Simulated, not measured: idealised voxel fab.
Herein follows the process module entitled voxel transistor to metal.
The cross-section on display is named cut; it measures 145 nm wide, and its cells are 5 nm squares.
Notation: cross-section as square-cell grid; stated in bands, top first, going down; one or more cell rows per band. Each band's line starts with the height of the band's top and of its bottom, in nm. Then come its materials from left to right, each with its width in nm. One material with "everywhere" fills the band from edge to edge. "blank" is empty space. It should be noted that heights are counted from 0, beneath which the wafer as supplied is of one material throughout, and that the lowest band possesses no lower boundary but continues downward, as written in "from 0 down". The notation "30..40" denotes a width that varies across the rows of cells in the band, beginning at the first number in the top row, finishing at the second number in the bottom row, and changing by an identical amount from each row to the next. For the purposes of this document, the phrase "nothing altered" attached to a step denotes that no cell within the cross-section was modified by that step. In the "Enclosed void listing" entry, you get each enclosed empty space of 8 cells or more, one with no open way to the top, written width x height at distance, distance from the left edge, in nm. That trailing text on a step's line, after the settings, is the simulator's own remark on the step. overlay nm: for a step with a mask, the amount by which the mask lay right of where it was planned; a negative amount means left of it.
### Steps planned for the process
1 RECEIVE (material Si)
2 CONFORMAL_DEP (material SiO2; thk nm 5)
3 CONFORMAL_DEP (material SiN; thk nm 15)
4 DIRECTIONAL_DEP (material aC; thk nm 10)
5 PATTERN (tone cover; mask id ACTIVE; material resist; width nm 100; thk nm 25; overlay nm 0)
6 DIRECTIONAL_ETCH (etch materials aC; depth nm 10)
7 STRIP (etch materials resist)
8 DIRECTIONAL_ETCH (etch materials SiN; depth nm 15)
9 DIRECTIONAL_ETCH (etch materials SiO2; depth nm 5)
10 DIRECTIONAL_ETCH (etch materials Si; depth nm 20)
11 STRIP (etch materials aC)
12 FILL_DEP (material SiO2; thk nm 15)
13 CMP (height nm 20)
14 SELECTIVE_ETCH (etch materials SiO2; depth nm 15)
15 STRIP (etch materials SiN)
16 SELECTIVE_ETCH (etch materials SiO2; depth nm 5)
17 OXIDIZE (depth nm 5)
18 DIRECTIONAL_DEP (material polySi; thk nm 25)
19 DIRECTIONAL_DEP (material SiCN; thk nm 10)
20 MASKED_ETCH (tone cover; mask id GATE; width nm 20; etch materials SiCN; depth nm 20; overlay nm 0)
21 MASKED_ETCH (tone cover; mask id GATE; width nm 20; etch materials polySi; depth nm 35; overlay nm 0)
22 CONFORMAL_DEP (material SiO2; thk nm 5)
23 DIRECTIONAL_ETCH (etch materials SiO2; depth nm 5)
24 CONFORMAL_DEP (material SiN; thk nm 10)
25 DIRECTIONAL_ETCH (etch materials SiN; depth nm 10)
26 DIRECTIONAL_ETCH (etch materials SiO2; depth nm 5)
27 DIRECTIONAL_ETCH (etch materials Si; depth nm 5)
28 EPI (material pSi; thk nm 10)
29 FILL_DEP (material SiO2; thk nm 10)
30 CMP (height nm 35)
31 DIRECTIONAL_DEP (material SiO2; thk nm 15)
32 MASKED_ETCH (tone open; mask id CONTACT; width nm 20; pitch nm 70; etch materials SiO2; depth nm 50; overlay nm 0)
33 CONFORMAL_DEP (material TiN; thk nm 5)
34 FILL_DEP (material W; thk nm 10)
35 CMP (height nm 50)
36 CONFORMAL_DEP (material SiN; thk nm 5)
37 DIRECTIONAL_DEP (material lowk; thk nm 15)
38 MASKED_ETCH (tone open; mask id METAL_1; width nm 20; pitch nm 70; etch materials lowk; depth nm 15; overlay nm 0)
39 MASKED_ETCH (tone open; mask id METAL_1; width nm 20; pitch nm 70; etch materials SiN; depth nm 5; overlay nm 0)
40 CONFORMAL_DEP (material TiN; thk nm 5)
41 FILL_DEP (material Cu; thk nm 10)
42 CMP (height nm 70)
43 CONFORMAL_DEP (material SiCN; thk nm 5)
44 DIRECTIONAL_DEP (material lowk; thk nm 30)
45 DIRECTIONAL_DEP (material aC; thk nm 10)
46 PATTERN (tone open; mask id METAL_2; material resist; width nm 20; pitch nm 70; thk nm 30; overlay nm 0)
47 DIRECTIONAL_ETCH (etch materials aC; depth nm 10)
48 STRIP (etch materials resist)
49 DIRECTIONAL_ETCH (etch materials lowk; depth nm 15)
50 STRIP (etch materials aC)
51 DIRECTIONAL_DEP (material aC; thk nm 10)
52 PATTERN (tone open; mask id METAL_2_HOLES; material resist; width nm 15; pitch nm 70; thk nm 30; overlay nm 0)
53 DIRECTIONAL_ETCH (etch materials aC; depth nm 10)
54 STRIP (etch materials resist)
55 DIRECTIONAL_ETCH (etch materials lowk; depth nm 15)
56 DIRECTIONAL_ETCH (etch materials SiCN; depth nm 5)
57 STRIP (etch materials aC)
58 CONFORMAL_DEP (material TiN; thk nm 5)
59 FILL_DEP (material Ru; thk nm 10)
60 CMP (height nm 105)
61 CONFORMAL_DEP (material SiCN; thk nm 5)
### Below: the first of two wafers, run as planned
### Delivered wafer in cross-section: state after step 1
from 0 down: Si everywhere
Enclosed void listing: none
### Cross-sectional representation of the wafer at the conclusion of step 2
from 5 to 0: SiO2 everywhere
Below 0, the layers are the same as they were.
### Cross-sectional representation of the wafer at the conclusion of step 3
from 20 to 5: SiN everywhere
Below 5, the layers are the same as they were.
### Cross-sectional representation of the wafer at the conclusion of step 4
from 30 to 20: aC everywhere
Below 20, the layers are the same as they were.
### Cross-sectional representation of the wafer at the conclusion of step 5
from 55 to 30: blank 20, resist 100, blank 25
Below 30, the layers are the same as they were.
### Cross-sectional representation of the wafer at the conclusion of step 6
from 45 to 30: blank 20, resist 100, blank 25
from 30 to 20: blank 20, aC 100, blank 25
Below 20, the layers are the same as they were.
### Cross-sectional representation of the wafer at the conclusion of step 7
from 30 to 20: blank 20, aC 100, blank 25
Below 20, the layers are the same as they were.
### Cross-sectional representation of the wafer at the conclusion of step 8
from 30 to 20: blank 20, aC 100, blank 25
from 20 to 5: blank 20, SiN 100, blank 25
Below 5, the layers are the same as they were.
### Cross-sectional representation of the wafer at the conclusion of step 9
from 30 to 20: blank 20, aC 100, blank 25
from 20 to 5: blank 20, SiN 100, blank 25
from 5 to 0: blank 20, SiO2 100, blank 25
Below 0, the layers are the same as they were.
### Cross-sectional representation of the wafer at the conclusion of step 10
from 30 to 20: blank 20, aC 100, blank 25
from 20 to 5: blank 20, SiN 100, blank 25
from 5 to 0: blank 20, SiO2 100, blank 25
from 0 to -20: blank 20, Si 100, blank 25
Below -20, the layers are the same as they were.
### Cross-sectional representation of the wafer at the conclusion of step 11
from 20 to 5: blank 20, SiN 100, blank 25
Below 5, the layers are the same as they were.
### Cross-sectional representation of the wafer at the conclusion of step 12
from 35 to 20: SiO2 everywhere
from 20 to 5: SiO2 20, SiN 100, SiO2 25
from 5 to 0: SiO2 everywhere
from 0 to -20: SiO2 20, Si 100, SiO2 25
Below -20, the layers are the same as they were.
### Cross-sectional representation of the wafer at the conclusion of step 13
from 20 to 5: SiO2 20, SiN 100, SiO2 25
Below 5, the layers are the same as they were.
### Cross-sectional representation of the wafer at the conclusion of step 14
from 20 to 5: blank 20, SiN 100, blank 25
Below 5, the layers are the same as they were.
### Cross-sectional representation of the wafer at the conclusion of step 15
from 5 to 0: SiO2 everywhere
Below 0, the layers are the same as they were.
### Cross-sectional representation of the wafer at the conclusion of step 16
from 0 to -20: SiO2 20, Si 100, SiO2 25
Below -20, the layers are the same as they were.
### Cross-sectional representation of the wafer at the conclusion of step 17
from 0 to -5: SiO2 everywhere
Below -5, the layers are the same as they were.
### Cross-sectional representation of the wafer at the conclusion of step 18
from 25 to 0: polySi everywhere
Below 0, the layers are the same as they were.
### Cross-sectional representation of the wafer at the conclusion of step 19
from 35 to 25: SiCN everywhere
Below 25, the layers are the same as they were.
### Cross-sectional representation of the wafer at the conclusion of step 20
from 35 to 25: blank 60, SiCN 20, blank 65
Below 25, the layers are the same as they were.
### Cross-sectional representation of the wafer at the conclusion of step 21
from 35 to 25: blank 60, SiCN 20, blank 65
from 25 to 0: blank 60, polySi 20, blank 65
Below 0, the layers are the same as they were.
### Cross-sectional representation of the wafer at the conclusion of step 22
from 40 to 35: blank 55, SiO2 30, blank 60
from 35 to 25: blank 55, SiO2 5, SiCN 20, SiO2 5, blank 60
from 25 to 5: blank 55, SiO2 5, polySi 20, SiO2 5, blank 60
from 5 to 0: SiO2 60, polySi 20, SiO2 65
Below 0, the layers are the same as they were.
### Cross-sectional representation of the wafer at the conclusion of step 23
from 35 to 25: blank 55, SiO2 5, SiCN 20, SiO2 5, blank 60
from 25 to 0: blank 55, SiO2 5, polySi 20, SiO2 5, blank 60
Below 0, the layers are the same as they were.
### Cross-sectional representation of the wafer at the conclusion of step 24
from 45 to 35: blank 45, SiN 50, blank 50
from 35 to 25: blank 45, SiN 10, SiO2 5, SiCN 20, SiO2 5, SiN 10, blank 50
from 25 to 10: blank 45, SiN 10, SiO2 5, polySi 20, SiO2 5, SiN 10, blank 50
from 10 to 0: SiN 55, SiO2 5, polySi 20, SiO2 5, SiN 60
Below 0, the layers are the same as they were.
### Cross-sectional representation of the wafer at the conclusion of step 25
from 35 to 25: blank 45, SiN 10, SiO2 5, SiCN 20, SiO2 5, SiN 10, blank 50
from 25 to 0: blank 45, SiN 10, SiO2 5, polySi 20, SiO2 5, SiN 10, blank 50
Below 0, the layers are the same as they were.
### Cross-sectional representation of the wafer at the conclusion of step 26
from 35 to 30: blank 45, SiN 10, blank 5, SiCN 20, blank 5, SiN 10, blank 50
from 30 to 25: blank 45, SiN 10, SiO2 5, SiCN 20, SiO2 5, SiN 10, blank 50
from 25 to 0: blank 45, SiN 10, SiO2 5, polySi 20, SiO2 5, SiN 10, blank 50
from 0 to -5: blank 45, SiO2 50, blank 50
Below -5, the layers are the same as they were.
### Cross-sectional representation of the wafer at the conclusion of step 27
from 35 to 30: blank 45, SiN 10, blank 5, SiCN 20, blank 5, SiN 10, blank 50
from 30 to 25: blank 45, SiN 10, SiO2 5, SiCN 20, SiO2 5, SiN 10, blank 50
from 25 to 0: blank 45, SiN 10, SiO2 5, polySi 20, SiO2 5, SiN 10, blank 50
from 0 to -5: blank 45, SiO2 50, blank 50
from -5 to -10: SiO2 20, blank 25, Si 50, blank 25, SiO2 25
Below -10, the layers are the same as they were.
### Cross-sectional representation of the wafer at the conclusion of step 28
from 35 to 30: blank 45, SiN 10, blank 5, SiCN 20, blank 5, SiN 10, blank 50
from 30 to 25: blank 45, SiN 10, SiO2 5, SiCN 20, SiO2 5, SiN 10, blank 50
from 25 to 5: blank 45, SiN 10, SiO2 5, polySi 20, SiO2 5, SiN 10, blank 50
from 5 to 0: blank 35, pSi 10, SiN 10, SiO2 5, polySi 20, SiO2 5, SiN 10, pSi 10, blank 40
from 0 to -5: blank 15, pSi 30, SiO2 50, pSi 30, blank 20
from -5 to -10: SiO2 20, pSi 25, Si 50, pSi 25, SiO2 25
Below -10, the layers are the same as they were.
### Cross-sectional representation of the wafer at the conclusion of step 29
from 45 to 35: SiO2 everywhere
from 35 to 25: SiO2 45, SiN 10, SiO2 5, SiCN 20, SiO2 5, SiN 10, SiO2 50
from 25 to 5: SiO2 45, SiN 10, SiO2 5, polySi 20, SiO2 5, SiN 10, SiO2 50
from 5 to 0: SiO2 35, pSi 10, SiN 10, SiO2 5, polySi 20, SiO2 5, SiN 10, pSi 10, SiO2 40
from 0 to -5: SiO2 15, pSi 30, SiO2 50, pSi 30, SiO2 20
Below -5, the layers are the same as they were.
### Cross-sectional representation of the wafer at the conclusion of step 30
from 35 to 25: SiO2 45, SiN 10, SiO2 5, SiCN 20, SiO2 5, SiN 10, SiO2 50
Below 25, the layers are the same as they were.
### Cross-sectional representation of the wafer at the conclusion of step 31
from 50 to 35: SiO2 everywhere
Below 35, the layers are the same as they were.
### Cross-sectional representation of the wafer at the conclusion of step 32
from 50 to 35: SiO2 25, blank 20, SiO2 50, blank 20, SiO2 30
from 35 to 25: SiO2 25, blank 20, SiN 10, SiO2 5, SiCN 20, SiO2 5, SiN 10, blank 20, SiO2 30
from 25 to 5: SiO2 25, blank 20, SiN 10, SiO2 5, polySi 20, SiO2 5, SiN 10, blank 20, SiO2 30
from 5 to 0: SiO2 25, blank 10, pSi 10, SiN 10, SiO2 5, polySi 20, SiO2 5, SiN 10, pSi 10, blank 10, SiO2 30
Below 0, the layers are the same as they were.
### Cross-sectional representation of the wafer at the conclusion of step 33
from 55 to 50: TiN 30, blank 10, TiN 60, blank 10, TiN 35
from 50 to 35: SiO2 25, TiN 5, blank 10, TiN 5, SiO2 50, TiN 5, blank 10, TiN 5, SiO2 30
from 35 to 25: SiO2 25, TiN 5, blank 10, TiN 5, SiN 10, SiO2 5, SiCN 20, SiO2 5, SiN 10, TiN 5, blank 10, TiN 5, SiO2 30
from 25 to 10: SiO2 25, TiN 5, blank 10, TiN 5, SiN 10, SiO2 5, polySi 20, SiO2 5, SiN 10, TiN 5, blank 10, TiN 5, SiO2 30
from 10 to 5: SiO2 25, TiN 20, SiN 10, SiO2 5, polySi 20, SiO2 5, SiN 10, TiN 20, SiO2 30
from 5 to 0: SiO2 25, TiN 10, pSi 10, SiN 10, SiO2 5, polySi 20, SiO2 5, SiN 10, pSi 10, TiN 10, SiO2 30
Below 0, the layers are the same as they were.
### Cross-sectional representation of the wafer at the conclusion of step 34
from 65 to 55: W everywhere
from 55 to 50: TiN 30, W 10, TiN 60, W 10, TiN 35
from 50 to 35: SiO2 25, TiN 5, W 10, TiN 5, SiO2 50, TiN 5, W 10, TiN 5, SiO2 30
from 35 to 25: SiO2 25, TiN 5, W 10, TiN 5, SiN 10, SiO2 5, SiCN 20, SiO2 5, SiN 10, TiN 5, W 10, TiN 5, SiO2 30
from 25 to 10: SiO2 25, TiN 5, W 10, TiN 5, SiN 10, SiO2 5, polySi 20, SiO2 5, SiN 10, TiN 5, W 10, TiN 5, SiO2 30
Below 10, the layers are the same as they were.
### Cross-sectional representation of the wafer at the conclusion of step 35
from 50 to 35: SiO2 25, TiN 5, W 10, TiN 5, SiO2 50, TiN 5, W 10, TiN 5, SiO2 30
Below 35, the layers are the same as they were.
### Cross-sectional representation of the wafer at the conclusion of step 36
from 55 to 50: SiN everywhere
Below 50, the layers are the same as they were.
### Cross-sectional representation of the wafer at the conclusion of step 37
from 70 to 55: lowk everywhere
Below 55, the layers are the same as they were.
### Cross-sectional representation of the wafer at the conclusion of step 38
from 70 to 55: lowk 25, blank 20, lowk 50, blank 20, lowk 30
Below 55, the layers are the same as they were.
### Cross-sectional representation of the wafer at the conclusion of step 39
from 70 to 55: lowk 25, blank 20, lowk 50, blank 20, lowk 30
from 55 to 50: SiN 25, blank 20, SiN 50, blank 20, SiN 30
Below 50, the layers are the same as they were.
### Cross-sectional representation of the wafer at the conclusion of step 40
from 75 to 70: TiN 30, blank 10, TiN 60, blank 10, TiN 35
from 70 to 55: lowk 25, TiN 5, blank 10, TiN 5, lowk 50, TiN 5, blank 10, TiN 5, lowk 30
from 55 to 50: SiN 25, TiN 20, SiN 50, TiN 20, SiN 30
Below 50, the layers are the same as they were.
### Cross-sectional representation of the wafer at the conclusion of step 41
from 85 to 75: Cu everywhere
from 75 to 70: TiN 30, Cu 10, TiN 60, Cu 10, TiN 35
from 70 to 55: lowk 25, TiN 5, Cu 10, TiN 5, lowk 50, TiN 5, Cu 10, TiN 5, lowk 30
Below 55, the layers are the same as they were.
### Cross-sectional representation of the wafer at the conclusion of step 42
from 70 to 55: lowk 25, TiN 5, Cu 10, TiN 5, lowk 50, TiN 5, Cu 10, TiN 5, lowk 30
Below 55, the layers are the same as they were.
### Cross-sectional representation of the wafer at the conclusion of step 43
from 75 to 70: SiCN everywhere
Below 70, the layers are the same as they were.
### Cross-sectional representation of the wafer at the conclusion of step 44
from 105 to 75: lowk everywhere
Below 75, the layers are the same as they were.
### Cross-sectional representation of the wafer at the conclusion of step 45
from 115 to 105: aC everywhere
Below 105, the layers are the same as they were.
### Cross-sectional representation of the wafer at the conclusion of step 46
from 145 to 115: resist 25, blank 20, resist 50, blank 20, resist 30
Below 115, the layers are the same as they were.
### Cross-sectional representation of the wafer at the conclusion of step 47
from 135 to 115: resist 25, blank 20, resist 50, blank 20, resist 30
from 115 to 105: aC 25, blank 20, aC 50, blank 20, aC 30
Below 105, the layers are the same as they were.
### Cross-sectional representation of the wafer at the conclusion of step 48
from 115 to 105: aC 25, blank 20, aC 50, blank 20, aC 30
Below 105, the layers are the same as they were.
### Cross-sectional representation of the wafer at the conclusion of step 49
from 115 to 105: aC 25, blank 20, aC 50, blank 20, aC 30
from 105 to 90: lowk 25, blank 20, lowk 50, blank 20, lowk 30
Below 90, the layers are the same as they were.
### Cross-sectional representation of the wafer at the conclusion of step 50
from 105 to 90: lowk 25, blank 20, lowk 50, blank 20, lowk 30
Below 90, the layers are the same as they were.
### Cross-sectional representation of the wafer at the conclusion of step 51
from 115 to 105: aC 25, blank 20, aC 50, blank 20, aC 30
from 105 to 100: lowk 25, blank 20, lowk 50, blank 20, lowk 30
from 100 to 90: lowk 25, aC 20, lowk 50, aC 20, lowk 30
Below 90, the layers are the same as they were.
### Cross-sectional representation of the wafer at the conclusion of step 52
from 145 to 115: resist 25, blank 15, resist 55, blank 15, resist 35
from 115 to 105: aC 25, blank 15, resist 5, aC 50, blank 15, resist 5, aC 30
from 105 to 100: lowk 25, blank 15, resist 5, lowk 50, blank 15, resist 5, lowk 30
Below 100, the layers are the same as they were.
### Cross-sectional representation of the wafer at the conclusion of step 53
from 135 to 115: resist 25, blank 15, resist 55, blank 15, resist 35
from 115 to 105: aC 25, blank 15, resist 5, aC 50, blank 15, resist 5, aC 30
from 105 to 100: lowk 25, blank 15, resist 5, lowk 50, blank 15, resist 5, lowk 30
from 100 to 90: lowk 25, blank 15, aC 5, lowk 50, blank 15, aC 5, lowk 30
Below 90, the layers are the same as they were.
### Cross-sectional representation of the wafer at the conclusion of step 54
from 115 to 105: aC 25, blank 20, aC 50, blank 20, aC 30
from 105 to 100: lowk 25, blank 20, lowk 50, blank 20, lowk 30
Below 100, the layers are the same as they were.
### Cross-sectional representation of the wafer at the conclusion of step 55
from 115 to 105: aC 25, blank 20, aC 50, blank 20, aC 30
from 105 to 100: lowk 25, blank 20, lowk 50, blank 20, lowk 30
from 100 to 90: lowk 25, blank 15, aC 5, lowk 50, blank 15, aC 5, lowk 30
from 90 to 75: lowk 25, blank 15, lowk 55, blank 15, lowk 35
Below 75, the layers are the same as they were.
### Cross-sectional representation of the wafer at the conclusion of step 56
from 115 to 105: aC 25, blank 20, aC 50, blank 20, aC 30
from 105 to 100: lowk 25, blank 20, lowk 50, blank 20, lowk 30
from 100 to 90: lowk 25, blank 15, aC 5, lowk 50, blank 15, aC 5, lowk 30
from 90 to 75: lowk 25, blank 15, lowk 55, blank 15, lowk 35
from 75 to 70: SiCN 25, blank 15, SiCN 55, blank 15, SiCN 35
Below 70, the layers are the same as they were.
### Cross-sectional representation of the wafer at the conclusion of step 57
from 105 to 90: lowk 25, blank 20, lowk 50, blank 20, lowk 30
Below 90, the layers are the same as they were.
### Cross-sectional representation of the wafer at the conclusion of step 58
from 110 to 105: TiN 30, blank 10, TiN 60, blank 10, TiN 35
from 105 to 95: lowk 25, TiN 5, blank 10, TiN 5, lowk 50, TiN 5, blank 10, TiN 5, lowk 30
from 95 to 90: lowk 25, TiN 5, blank 5, TiN 10, lowk 50, TiN 5, blank 5, TiN 10, lowk 30
from 90 to 75: lowk 25, TiN 5, blank 5, TiN 5, lowk 55, TiN 5, blank 5, TiN 5, lowk 35
from 75 to 70: SiCN 25, TiN 15, SiCN 55, TiN 15, SiCN 35
Below 70, the layers are the same as they were.
### Cross-sectional representation of the wafer at the conclusion of step 59
from 120 to 110: Ru everywhere
from 110 to 105: TiN 30, Ru 10, TiN 60, Ru 10, TiN 35
from 105 to 95: lowk 25, TiN 5, Ru 10, TiN 5, lowk 50, TiN 5, Ru 10, TiN 5, lowk 30
from 95 to 90: lowk 25, TiN 5, Ru 5, TiN 10, lowk 50, TiN 5, Ru 5, TiN 10, lowk 30
from 90 to 75: lowk 25, TiN 5, Ru 5, TiN 5, lowk 55, TiN 5, Ru 5, TiN 5, lowk 35
Below 75, the layers are the same as they were.
### Cross-sectional representation of the wafer at the conclusion of step 60
from 105 to 95: lowk 25, TiN 5, Ru 10, TiN 5, lowk 50, TiN 5, Ru 10, TiN 5, lowk 30
Below 95, the layers are the same as they were.
### Cross-sectional representation of the wafer at the conclusion of step 61
from 110 to 105: SiCN everywhere
Below 105, the layers are the same as they were.
### Second of two: same start, same plan, one run error; steps up to and including 29 match the first
### when step 30 should have ended
from 30 to 25: SiO2 45, SiN 10, SiO2 5, SiCN 20, SiO2 5, SiN 10, SiO2 50
Below 25, the layers are the same as they were.
### when step 31 should have ended
from 45 to 30: SiO2 everywhere
Below 30, the layers are the same as they were.
### when step 32 should have ended
from 45 to 30: SiO2 25, blank 20, SiO2 50, blank 20, SiO2 30
from 30 to 25: SiO2 25, blank 20, SiN 10, SiO2 5, SiCN 20, SiO2 5, SiN 10, blank 20, SiO2 30
from 25 to 5: SiO2 25, blank 20, SiN 10, SiO2 5, polySi 20, SiO2 5, SiN 10, blank 20, SiO2 30
from 5 to 0: SiO2 25, blank 10, pSi 10, SiN 10, SiO2 5, polySi 20, SiO2 5, SiN 10, pSi 10, blank 10, SiO2 30
Below 0, the layers are the same as they were.
### when step 33 should have ended
from 50 to 45: TiN 30, blank 10, TiN 60, blank 10, TiN 35
from 45 to 30: SiO2 25, TiN 5, blank 10, TiN 5, SiO2 50, TiN 5, blank 10, TiN 5, SiO2 30
from 30 to 25: SiO2 25, TiN 5, blank 10, TiN 5, SiN 10, SiO2 5, SiCN 20, SiO2 5, SiN 10, TiN 5, blank 10, TiN 5, SiO2 30
from 25 to 10: SiO2 25, TiN 5, blank 10, TiN 5, SiN 10, SiO2 5, polySi 20, SiO2 5, SiN 10, TiN 5, blank 10, TiN 5, SiO2 30
from 10 to 5: SiO2 25, TiN 20, SiN 10, SiO2 5, polySi 20, SiO2 5, SiN 10, TiN 20, SiO2 30
from 5 to 0: SiO2 25, TiN 10, pSi 10, SiN 10, SiO2 5, polySi 20, SiO2 5, SiN 10, pSi 10, TiN 10, SiO2 30
Below 0, the layers are the same as they were.
### when step 34 should have ended
from 60 to 50: W everywhere
from 50 to 45: TiN 30, W 10, TiN 60, W 10, TiN 35
from 45 to 30: SiO2 25, TiN 5, W 10, TiN 5, SiO2 50, TiN 5, W 10, TiN 5, SiO2 30
from 30 to 25: SiO2 25, TiN 5, W 10, TiN 5, SiN 10, SiO2 5, SiCN 20, SiO2 5, SiN 10, TiN 5, W 10, TiN 5, SiO2 30
from 25 to 10: SiO2 25, TiN 5, W 10, TiN 5, SiN 10, SiO2 5, polySi 20, SiO2 5, SiN 10, TiN 5, W 10, TiN 5, SiO2 30
Below 10, the layers are the same as they were.
### when step 35 should have ended
from 50 to 45: TiN 30, W 10, TiN 60, W 10, TiN 35
Below 45, the layers are the same as they were.
### when step 36 should have ended
from 55 to 50: SiN everywhere
Below 50, the layers are the same as they were.
### when step 37 should have ended
from 70 to 55: lowk everywhere
Below 55, the layers are the same as they were.
### when step 38 should have ended
from 70 to 55: lowk 25, blank 20, lowk 50, blank 20, lowk 30
Below 55, the layers are the same as they were.
### when step 39 should have ended
from 70 to 55: lowk 25, blank 20, lowk 50, blank 20, lowk 30
from 55 to 50: SiN 25, blank 20, SiN 50, blank 20, SiN 30
Below 50, the layers are the same as they were.
### when step 40 should have ended
from 75 to 70: TiN 30, blank 10, TiN 60, blank 10, TiN 35
from 70 to 55: lowk 25, TiN 5, blank 10, TiN 5, lowk 50, TiN 5, blank 10, TiN 5, lowk 30
from 55 to 50: SiN 25, TiN 20, SiN 50, TiN 20, SiN 30
Below 50, the layers are the same as they were.
### when step 41 should have ended
from 85 to 75: Cu everywhere
from 75 to 70: TiN 30, Cu 10, TiN 60, Cu 10, TiN 35
from 70 to 55: lowk 25, TiN 5, Cu 10, TiN 5, lowk 50, TiN 5, Cu 10, TiN 5, lowk 30
Below 55, the layers are the same as they were.
### when step 42 should have ended
from 70 to 55: lowk 25, TiN 5, Cu 10, TiN 5, lowk 50, TiN 5, Cu 10, TiN 5, lowk 30
Below 55, the layers are the same as they were.
### when step 43 should have ended
from 75 to 70: SiCN everywhere
Below 70, the layers are the same as they were.
### when step 44 should have ended
from 105 to 75: lowk everywhere
Below 75, the layers are the same as they were.
### when step 45 should have ended
from 115 to 105: aC everywhere
Below 105, the layers are the same as they were.
### when step 46 should have ended
from 145 to 115: resist 25, blank 20, resist 50, blank 20, resist 30
Below 115, the layers are the same as they were.
### when step 47 should have ended
from 135 to 115: resist 25, blank 20, resist 50, blank 20, resist 30
from 115 to 105: aC 25, blank 20, aC 50, blank 20, aC 30
Below 105, the layers are the same as they were.
### when step 48 should have ended
from 115 to 105: aC 25, blank 20, aC 50, blank 20, aC 30
Below 105, the layers are the same as they were.
### when step 49 should have ended
from 115 to 105: aC 25, blank 20, aC 50, blank 20, aC 30
from 105 to 90: lowk 25, blank 20, lowk 50, blank 20, lowk 30
Below 90, the layers are the same as they were.
### when step 50 should have ended
from 105 to 90: lowk 25, blank 20, lowk 50, blank 20, lowk 30
Below 90, the layers are the same as they were.
### when step 51 should have ended
from 115 to 105: aC 25, blank 20, aC 50, blank 20, aC 30
from 105 to 100: lowk 25, blank 20, lowk 50, blank 20, lowk 30
from 100 to 90: lowk 25, aC 20, lowk 50, aC 20, lowk 30
Below 90, the layers are the same as they were.
### when step 52 should have ended
from 145 to 115: resist 25, blank 15, resist 55, blank 15, resist 35
from 115 to 105: aC 25, blank 15, resist 5, aC 50, blank 15, resist 5, aC 30
from 105 to 100: lowk 25, blank 15, resist 5, lowk 50, blank 15, resist 5, lowk 30
Below 100, the layers are the same as they were.
### when step 53 should have ended
from 135 to 115: resist 25, blank 15, resist 55, blank 15, resist 35
from 115 to 105: aC 25, blank 15, resist 5, aC 50, blank 15, resist 5, aC 30
from 105 to 100: lowk 25, blank 15, resist 5, lowk 50, blank 15, resist 5, lowk 30
from 100 to 90: lowk 25, blank 15, aC 5, lowk 50, blank 15, aC 5, lowk 30
Below 90, the layers are the same as they were.
### when step 54 should have ended
from 115 to 105: aC 25, blank 20, aC 50, blank 20, aC 30
from 105 to 100: lowk 25, blank 20, lowk 50, blank 20, lowk 30
Below 100, the layers are the same as they were.
### when step 55 should have ended
from 115 to 105: aC 25, blank 20, aC 50, blank 20, aC 30
from 105 to 100: lowk 25, blank 20, lowk 50, blank 20, lowk 30
from 100 to 90: lowk 25, blank 15, aC 5, lowk 50, blank 15, aC 5, lowk 30
from 90 to 75: lowk 25, blank 15, lowk 55, blank 15, lowk 35
Below 75, the layers are the same as they were.
### when step 56 should have ended
from 115 to 105: aC 25, blank 20, aC 50, blank 20, aC 30
from 105 to 100: lowk 25, blank 20, lowk 50, blank 20, lowk 30
from 100 to 90: lowk 25, blank 15, aC 5, lowk 50, blank 15, aC 5, lowk 30
from 90 to 75: lowk 25, blank 15, lowk 55, blank 15, lowk 35
from 75 to 70: SiCN 25, blank 15, SiCN 55, blank 15, SiCN 35
Below 70, the layers are the same as they were.
### when step 57 should have ended
from 105 to 90: lowk 25, blank 20, lowk 50, blank 20, lowk 30
Below 90, the layers are the same as they were.
### when step 58 should have ended
from 110 to 105: TiN 30, blank 10, TiN 60, blank 10, TiN 35
from 105 to 95: lowk 25, TiN 5, blank 10, TiN 5, lowk 50, TiN 5, blank 10, TiN 5, lowk 30
from 95 to 90: lowk 25, TiN 5, blank 5, TiN 10, lowk 50, TiN 5, blank 5, TiN 10, lowk 30
from 90 to 75: lowk 25, TiN 5, blank 5, TiN 5, lowk 55, TiN 5, blank 5, TiN 5, lowk 35
from 75 to 70: SiCN 25, TiN 15, SiCN 55, TiN 15, SiCN 35
Below 70, the layers are the same as they were.
### when step 59 should have ended
from 120 to 110: Ru everywhere
from 110 to 105: TiN 30, Ru 10, TiN 60, Ru 10, TiN 35
from 105 to 95: lowk 25, TiN 5, Ru 10, TiN 5, lowk 50, TiN 5, Ru 10, TiN 5, lowk 30
from 95 to 90: lowk 25, TiN 5, Ru 5, TiN 10, lowk 50, TiN 5, Ru 5, TiN 10, lowk 30
from 90 to 75: lowk 25, TiN 5, Ru 5, TiN 5, lowk 55, TiN 5, Ru 5, TiN 5, lowk 35
Below 75, the layers are the same as they were.
### when step 60 should have ended
from 105 to 95: lowk 25, TiN 5, Ru 10, TiN 5, lowk 50, TiN 5, Ru 10, TiN 5, lowk 30
Below 95, the layers are the same as they were.
### when step 61 should have ended
from 110 to 105: SiCN everywhere
Below 105, the layers are the same as they were.
what went wrong: the process deviated at step 30: the operation and settings actually run there were CMP (height nm 30)
Final wafer comparison in cells, second versus first, more or fewer per material: SiCN: 4 fewer; SiN: 4 fewer; SiO2: 13 fewer; TiN: 21 more
